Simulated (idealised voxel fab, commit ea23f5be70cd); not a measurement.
This section sets out a process module, namely voxel double patterning.
It is cross-section cut that appears here, measuring 240 nm in width, its square cells being 5 nm in size.
Notation: cross-section as square-cell grid; stated in bands, top first, going down; one or more cell rows per band.
Basically the band line says how high the top is and how high the bottom is, in nm, and then what's in it from left to right, every material with its width in nm. Empty space shows up as "blank", and if a single material carries "edge to edge" it runs the full band edge to edge.
Basically, 0 is our baseline, since under it the wafer straight out of the box is all one material. The bottom band has no lower end and keeps on going down, so it looks like "0 down".
Graded width ("30..40"): value in top row of band = first number; value in bottom row = second number; row-to-row change constant.
Key: "all unchanged" - step with no changed cell in the cross-section.
Voids not open to the top, 8 cells minimum: see "Closed void list". Written width x height at distance; distance is from the left edge; nm.
Text after the settings on a step's line: the simulator's own remark on that step.
overlay nm: for a step with a mask, the amount by which the mask lay right of where it was planned; a negative amount means left of it.

Plan
1 RECEIVE [material Si]
2 CONFORMAL_DEP [material SiN] [thk nm 5]
3 DIRECTIONAL_DEP [material SiO2] [thk nm 10]
4 DIRECTIONAL_DEP [material SiCN] [thk nm 10]
5 PATTERN [tone open] [mask id FIRST] [material resist] [width nm 15] [pitch nm 50] [thk nm 15] [overlay nm 0]
6 DIRECTIONAL_ETCH [etch materials SiCN] [depth nm 10]
7 STRIP [etch materials resist]
8 MASKED_ETCH [tone open] [mask id SECOND] [width nm 15] [pitch nm 50] [etch materials SiCN] [depth nm 10] [overlay nm 0]
9 DIRECTIONAL_ETCH [etch materials SiO2] [depth nm 10]
10 STRIP [etch materials SiCN]

First out of two wafers; run went to plan

Wafer cross-section on receipt, i.e. after step 1
- 0 down | Si edge to edge
- Closed void list: none

Cross-section through the wafer, step 2 finished
- 5 to 0 | SiN edge to edge
- Whatever lies below 0 is exactly as it was before.

Cross-section through the wafer, step 3 finished
- 15 to 5 | SiO2 edge to edge
- Whatever lies below 5 is exactly as it was before.

Cross-section through the wafer, step 4 finished
- 25 to 15 | SiCN edge to edge
- Whatever lies below 15 is exactly as it was before.

Cross-section through the wafer, step 5 finished
- 40 to 25 | resist (60), then blank (15), then resist (35), then blank (15), then resist (35), then blank (15), then resist (65)
- Whatever lies below 25 is exactly as it was before.

Cross-section through the wafer, step 6 finished
- 40 to 25 | resist (60), then blank (15), then resist (35), then blank (15), then resist (35), then blank (15), then resist (65)
- 25 to 15 | SiCN (60), then blank (15), then SiCN (35), then blank (15), then SiCN (35), then blank (15), then SiCN (65)
- Whatever lies below 15 is exactly as it was before.

Cross-section through the wafer, step 7 finished
- 25 to 15 | SiCN (60), then blank (15), then SiCN (35), then blank (15), then SiCN (35), then blank (15), then SiCN (65)
- Whatever lies below 15 is exactly as it was before.

Cross-section through the wafer, step 8 finished
- 25 to 15 | SiCN (60), then blank (15), then SiCN (10), then blank (15), then SiCN (10), then blank (15), then SiCN (10), then blank (15), then SiCN (10), then blank (15), then SiCN (65)
- Whatever lies below 15 is exactly as it was before.

Cross-section through the wafer, step 9 finished
- 25 to 15 | SiCN (60), then blank (15), then SiCN (10), then blank (15), then SiCN (10), then blank (15), then SiCN (10), then blank (15), then SiCN (10), then blank (15), then SiCN (65)
- 15 to 5 | SiO2 (60), then blank (15), then SiO2 (10), then blank (15), then SiO2 (10), then blank (15), then SiO2 (10), then blank (15), then SiO2 (10), then blank (15), then SiO2 (65)
- Whatever lies below 5 is exactly as it was before.

Cross-section through the wafer, step 10 finished
- 15 to 5 | SiO2 (60), then blank (15), then SiO2 (10), then blank (15), then SiO2 (10), then blank (15), then SiO2 (10), then blank (15), then SiO2 (10), then blank (15), then SiO2 (65)
- Whatever lies below 5 is exactly as it was before.

It is to be noted that the second wafer proceeded from the same initial state and according to the same plan as the first, although one mistake was committed in its execution; through step 8, inclusive, the two wafers share an identical history

What the second wafer looks like in cross-section when step 9 should have wrapped up
- 25 to 15 | SiCN (60), then blank (15), then SiCN (10), then blank (15), then SiCN (10), then blank (15), then SiCN (10), then blank (15), then SiCN (10), then blank (15), then SiCN (65)
- 15 to 10 | SiO2 (60), then blank (15), then SiO2 (10), then blank (15), then SiO2 (10), then blank (15), then SiO2 (10), then blank (15), then SiO2 (10), then blank (15), then SiO2 (65)
- Whatever lies below 10 is exactly as it was before.

What the second wafer looks like in cross-section when step 10 should have wrapped up
- 15 to 10 | SiO2 (60), then blank (15), then SiO2 (10), then blank (15), then SiO2 (10), then blank (15), then SiO2 (10), then blank (15), then SiO2 (10), then blank (15), then SiO2 (65)
- Whatever lies below 10 is exactly as it was before.
Against the plan, the run slipped here: step 9 was run on a setting that differed from the plan, and what really ran there is DIRECTIONAL_ETCH [etch materials SiO2] [depth nm 5]
Materials where the second wafer ends with more or fewer cells than the first: 15 more of SiO2
